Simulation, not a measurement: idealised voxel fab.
The name of this process module is voxel local oxidation.
The cross-section on display is named cut; it measures 240 nm wide, and its cells are 5 nm squares.
When this document writes out a cross-section, it uses a grid of square cells and lists it as bands, beginning at the top and moving down, with a band standing for one or more rows of cells. The band entry comprises the height of the band's top followed by the height of its bottom, expressed in nm, and subsequently the band's materials from left to right, each stated together with its width in nm. Where a single material is marked with the word "throughout", that material fills the band from edge to edge. The word "empty" represents empty space. Below 0: as-received wafer, all one material; heights counted from there. Lowest band: no bottom, goes on down, written "0 down". Quick explanation for "30->40": the width changes in equal steps down the rows of cells, from the first number in the band's top row to the second number in its bottom row. Where a step carries "all unchanged", the cross-section came out of it unchanged, cell for cell. Voids not open to the top, 8 cells minimum: see "Enclosed cavities". Written width x height at distance; distance is from the left edge; nm. Heads up: the bit after the settings on a step's line is the simulator's remark on that step. On any step carrying a mask, the "overlay nm" setting, if present on the step's line, tells how far right of its planned place the mask lay; negative values point to the left.
## So here's the lineup of process steps we planned
1) RECEIVE [material Si]
2) OXIDIZE [depth nm 5]
3) CONFORMAL_DEP [material SiN] [thk nm 15]
4) MASKED_ETCH [tone cover] [mask id ACTIVE] [width nm 115] [etch materials SiN] [depth nm 15] [overlay nm 0]
5) SELECTIVE_ETCH [etch materials SiO2] [depth nm 5]
6) OXIDIZE [depth nm 10]
7) STRIP [etch materials SiN]
## Wafer, first of two, run as planned
## Delivered wafer in cross-section: state after step 1
> 0 down: Si throughout
> Enclosed cavities: none
## How the wafer stands in section after step 2
> 0 to -5: SiO2 throughout
> Rest of section, below -5: as before.
## How the wafer stands in section after step 3
> 15 to 0: SiN throughout
> Rest of section, below 0: as before.
## How the wafer stands in section after step 4
> 15 to 0: 60 of empty | 115 of SiN | 65 of empty
> Rest of section, below 0: as before.
## How the wafer stands in section after step 5
> 15 to 0: 60 of empty | 115 of SiN | 65 of empty
> 0 to -5: 65 of empty | 105 of SiO2 | 70 of empty
> Rest of section, below -5: as before.
## How the wafer stands in section after step 6
> 15 to 0: 60 of empty | 115 of SiN | 65 of empty
> 0 to -5: 65 of empty | 105 of SiO2 | 70 of empty
> -5 to -15: 75 of SiO2 | 85 of Si | 80 of SiO2
> Rest of section, below -15: as before.
## How the wafer stands in section after step 7
> 0 to -5: 65 of empty | 105 of SiO2 | 70 of empty
> Rest of section, below -5: as before.
## Second wafer. Start and plan as for the first. One mistake made in running. Agrees with the first up to and including step 5
## What the second wafer looks like in cross-section when step 6 should have wrapped up
> 0 to -5: 65 of empty | 105 of SiO2 | 70 of empty
> Rest of section, below -5: as before.
## What the second wafer looks like in cross-section when step 7 should have wrapped up
> 0 to -5: 65 of empty | 105 of SiO2 | 70 of empty
> -5 to -15: 75 of SiO2 | 85 of Si | 80 of SiO2
> Rest of section, below -15: as before.
Heads up, the wafer didn't run the way we planned it: a sequencing error occurred in which plan steps 6 and 7 were transposed
It should be noted that the final cross-sections of the two wafers coincide, and the mistake therefore has no effect on the output of this model.
